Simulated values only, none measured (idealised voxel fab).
Title: Process Module voxel self aligned vias
Each square cell in cross-section cut measures 5 nm, and the section as a whole is 300 nm wide.
How to read a cross-section here: the picture is a grid of square cells, written as bands going from the top down, and any band can span one or more rows of cells. Look at the band entry: it leads with the top's height and the bottom's height in nm. Then it lists the materials left to right, with a width in nm for each. The word "edge to edge" on a single material says that material fills the band edge to edge. The word "blank" is empty space. It should be noted that heights are counted from 0, beneath which the wafer as supplied is of one material throughout, and that the lowest band possesses no lower boundary but continues downward, as written in "top 0, no bottom". So if you see something like "30..40" for the width, read it as the top row of the band sitting at the first number and the bottom row at the second, with every row in between moving by the same amount as the last. "identical to before" -> step changed no cross-section cell. The entry titled "closed voids" provides the empty spaces that have no open way to the top, restricted to those of 8 cells or more. Each is presented as width x height at distance, the distance being measured from the left edge, with all three in nm. What comes after the settings on a step's line is commentary from the simulator itself on that step. Each step line may optionally specify "overlay nm", which for a step with a mask gives the rightward distance between the mask's planned place and where it lay, a negative value indicating the leftward direction.
This section lists the process steps that were planned:
1) RECEIVE, material Si
2) CONFORMAL_DEP, material SiO2, thk nm 10
3) CONFORMAL_DEP, material SiCN, thk nm 5
4) DIRECTIONAL_DEP, material lowk, thk nm 20
5) DIRECTIONAL_DEP, material aC, thk nm 15
6) PATTERN, tone open, mask id LINES, material resist, width nm 25, pitch nm 50, thk nm 35, overlay nm -15
7) DIRECTIONAL_ETCH, etch materials aC, depth nm 15
8) STRIP, etch materials resist
9) DIRECTIONAL_ETCH, etch materials lowk, depth nm 20
10) STRIP, etch materials aC
11) CONFORMAL_DEP, material TiN, thk nm 5
12) FILL_DEP, material W, thk nm 5
13) CMP, height nm 35
14) SELECTIVE_ETCH, etch materials W Ru TiN, depth nm 5
15) FILL_DEP, material SiN, thk nm 5
16) CMP, height nm 35
17) DIRECTIONAL_DEP, material lowk, thk nm 15
18) DIRECTIONAL_DEP, material aC, thk nm 10
19) PATTERN, tone open, mask id VIAS, material resist, width nm 35, thk nm 30, overlay nm 0
20) DIRECTIONAL_ETCH, etch materials aC, depth nm 10
21) STRIP, etch materials resist
22) DIRECTIONAL_ETCH, etch materials lowk, depth nm 15
23) DIRECTIONAL_ETCH, etch materials SiN, depth nm 5
24) STRIP, etch materials aC
25) CONFORMAL_DEP, material TiN, thk nm 5
26) FILL_DEP, material Cu, thk nm 5
27) CMP, height nm 50
28) CONFORMAL_DEP, material SiN, thk nm 5
For this document, wafers share an identical start and vary in the step 6 overlay nm; the plan quotes the first wafer's value.
Step 1 complete: as-received cross-section of the first of several wafers:
  top 0, no bottom = Si edge to edge
  closed voids: none
End-of-module cross-section, first of several wafers, after last step 28:
  top 55, bottom 50 = SiN edge to edge
  top 50, bottom 40 = lowk 105 nm; TiN 5 nm; Cu 25 nm; TiN 5 nm; lowk 160 nm
  top 40, bottom 35 = lowk 105 nm; TiN 5 nm; Cu 5 nm; TiN 25 nm; lowk 160 nm
  top 35, bottom 30 = lowk 95 nm; SiN 10 nm; TiN 15 nm; lowk 25 nm; SiN 25 nm; lowk 130 nm
  top 30, bottom 20 = lowk 95 nm; TiN 5 nm; W 15 nm; TiN 5 nm; lowk 25 nm; TiN 5 nm; W 15 nm; TiN 5 nm; lowk 130 nm
  top 20, bottom 15 = lowk 95 nm; TiN 25 nm; lowk 25 nm; TiN 25 nm; lowk 130 nm
  top 15, bottom 10 = SiCN edge to edge
  top 10, bottom 0 = SiO2 edge to edge
  top 0, no bottom = Si edge to edge
  closed voids: none
Final wafer of several, shown in cross-section at the end of the module:
  top 55, bottom 50 = SiN edge to edge
  top 50, bottom 40 = lowk 105 nm; TiN 5 nm; Cu 25 nm; TiN 5 nm; lowk 160 nm
  top 40, bottom 35 = lowk 105 nm; TiN 25 nm; Cu 5 nm; TiN 5 nm; lowk 160 nm
  top 35, bottom 30 = lowk 125 nm; TiN 15 nm; SiN 10 nm; lowk 25 nm; SiN 25 nm; lowk 100 nm
  top 30, bottom 20 = lowk 125 nm; TiN 5 nm; W 15 nm; TiN 5 nm; lowk 25 nm; TiN 5 nm; W 15 nm; TiN 5 nm; lowk 100 nm
  top 20, bottom 15 = lowk 125 nm; TiN 25 nm; lowk 25 nm; TiN 25 nm; lowk 100 nm
  top 15, bottom 10 = SiCN edge to edge
  top 10, bottom 0 = SiO2 edge to edge
  top 0, no bottom = Si edge to edge
  closed voids: none
What follows is a table in which each wafer occupies a row; for the wafer as it stands at the close of the module, the row states, material by material, how many cells have been gained (+) or lost (-) since receipt, and then gives its closed voids:
overlay nm -15; +11 Cu; +60 SiCN; +67 SiN; +120 SiO2; +31 TiN; +12 W; +359 lowk; closed voids: none
overlay nm -10; +12 Cu; +60 SiCN; +66 SiN; +120 SiO2; +31 TiN; +12 W; +359 lowk; closed voids: none
overlay nm -5; +13 Cu; +60 SiCN; +65 SiN; +120 SiO2; +31 TiN; +12 W; +359 lowk; closed voids: none
overlay nm 0; +13 Cu; +60 SiCN; +65 SiN; +120 SiO2; +31 TiN; +12 W; +359 lowk; closed voids: none
overlay nm 5; +13 Cu; +60 SiCN; +65 SiN; +120 SiO2; +31 TiN; +12 W; +359 lowk; closed voids: none
overlay nm 10; +12 Cu; +60 SiCN; +66 SiN; +120 SiO2; +31 TiN; +12 W; +359 lowk; closed voids: none
overlay nm 15; +11 Cu; +60 SiCN; +67 SiN; +120 SiO2; +31 TiN; +12 W; +359 lowk; closed voids: none
